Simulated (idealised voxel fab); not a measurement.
Name of the process module below: voxel transistor to metal
The cross-section on display is named cut; it measures 295 nm wide, and its cells are 5 nm squares.
Cross-section format: a grid of square cells, given as bands from top to bottom; each band is one or more rows of cells. Within each band entry, the heights of the top and of the bottom of the band appear first, in that order and in nm; the materials of the band then follow from left to right, each with its corresponding width in nm. The designation "full width" on a single material indicates that it fills the band from edge to edge; the designation "air" indicates empty space. Where do heights start? At 0: under that level the wafer as delivered is made of one material only. And the lowest band has no floor; it just carries on downward, as in "0..down". Read "30..40" as a graded width: first number on top, second number at the bottom, same change between each pair of neighbouring rows. When a step is marked "everything unchanged", none of the cells in the cross-section changed during that step. If an empty space has no open way to the top and is at least 8 cells in size, "Trapped cavities" lists it, written width x height at distance, where distance is measured from the left edge and every value is in nm. If you see something after the settings on a step's line, that's the simulator's own remark about that step. overlay nm: mask right of planned place by this much (step with mask). Neg. = left.
Intended process steps
1: RECEIVE [material Si]
2: OXIDIZE [depth nm 5]
3: CONFORMAL_DEP [material SiN] [thk nm 15]
4: MASKED_ETCH [tone cover] [mask id ACTIVE] [width nm 115] [pitch nm 135] [etch materials SiN] [depth nm 15] [overlay nm 0]
5: MASKED_ETCH [tone cover] [mask id ACTIVE] [width nm 115] [pitch nm 135] [etch materials SiO2] [depth nm 5] [overlay nm 0]
6: MASKED_ETCH [tone cover] [mask id ACTIVE] [width nm 115] [pitch nm 135] [etch materials Si] [depth nm 35] [overlay nm 0]
7: FILL_DEP [material SiO2] [thk nm 15]
8: CMP [height nm 15]
9: SELECTIVE_ETCH [etch materials SiO2] [depth nm 5]
10: STRIP [etch materials SiN]
11: SELECTIVE_ETCH [etch materials SiO2] [depth nm 5]
12: OXIDIZE [depth nm 5]
13: DIRECTIONAL_DEP [material polySi] [thk nm 20]
14: DIRECTIONAL_DEP [material SiCN] [thk nm 15]
15: DIRECTIONAL_DEP [material aC] [thk nm 15]
16: PATTERN [tone cover] [mask id GATE] [material resist] [width nm 15] [pitch nm 135] [thk nm 35] [overlay nm 0]
17: DIRECTIONAL_ETCH [etch materials aC] [depth nm 15]
18: STRIP [etch materials resist]
19: DIRECTIONAL_ETCH [etch materials SiCN] [depth nm 25]
20: DIRECTIONAL_ETCH [etch materials polySi] [depth nm 30]
21: STRIP [etch materials aC]
22: CONFORMAL_DEP [material SiN] [thk nm 5]
23: DIRECTIONAL_ETCH [etch materials SiN] [depth nm 5]
24: DIRECTIONAL_ETCH [etch materials SiO2] [depth nm 5]
25: DIRECTIONAL_ETCH [etch materials Si] [depth nm 5]
26: EPI [material pSi] [thk nm 10]
27: FILL_DEP [material SiO2] [thk nm 10]
28: CMP [height nm 30]
29: DIRECTIONAL_DEP [material SiO2] [thk nm 15]
30: MASKED_ETCH [tone open] [mask id CONTACT] [width nm 20] [etch materials SiO2] [depth nm 50] [overlay nm 0]
31: CONFORMAL_DEP [material TiN] [thk nm 5]
32: FILL_DEP [material W] [thk nm 10]
33: CMP [height nm 45]
34: DIRECTIONAL_DEP [material TiN] [thk nm 5]
35: DIRECTIONAL_DEP [material Ru] [thk nm 20]
36: DIRECTIONAL_DEP [material aC] [thk nm 15]
37: PATTERN [tone cover] [mask id METAL_1] [material resist] [width nm 20] [thk nm 30] [overlay nm 0]
38: DIRECTIONAL_ETCH [etch materials aC] [depth nm 15]
39: STRIP [etch materials resist]
40: DIRECTIONAL_ETCH [etch materials Ru] [depth nm 20]
41: DIRECTIONAL_ETCH [etch materials TiN] [depth nm 5]
42: STRIP [etch materials aC]
43: CONFORMAL_DEP [material SiCN] [thk nm 5]
44: FILL_DEP [material SiO2] [thk nm 10]
45: CMP [height nm 70]
46: CONFORMAL_DEP [material SiN] [thk nm 5]
Split variable: width nm, step 16. Plan value = first wafer. Wafers start alike.
Here's the first of the wafers in cross-section, just as we got it, i.e. after step 1
- 0..down = Si full width
- Trapped cavities: none
What follows is a table in which each wafer occupies a row; for the wafer as it stands at the close of the module, the row states, material by material, how many cells have been gained (+) or lost (-) since receipt, and then gives its closed voids
width nm 15 | +64 Ru | -232 Si | +93 SiCN | +95 SiN | +585 SiO2 | +104 TiN | +72 W | +80 pSi | +24 polySi | Trapped cavities: none
width nm 20 | +64 Ru | -230 Si | +99 SiCN | +95 SiN | +573 SiO2 | +104 TiN | +72 W | +76 pSi | +32 polySi | Trapped cavities: none
width nm 25 | +64 Ru | -228 Si | +105 SiCN | +95 SiN | +561 SiO2 | +104 TiN | +72 W | +72 pSi | +40 polySi | Trapped cavities: none
width nm 30 | +64 Ru | -226 Si | +111 SiCN | +95 SiN | +551 SiO2 | +104 TiN | +70 W | +68 pSi | +48 polySi | Trapped cavities: none
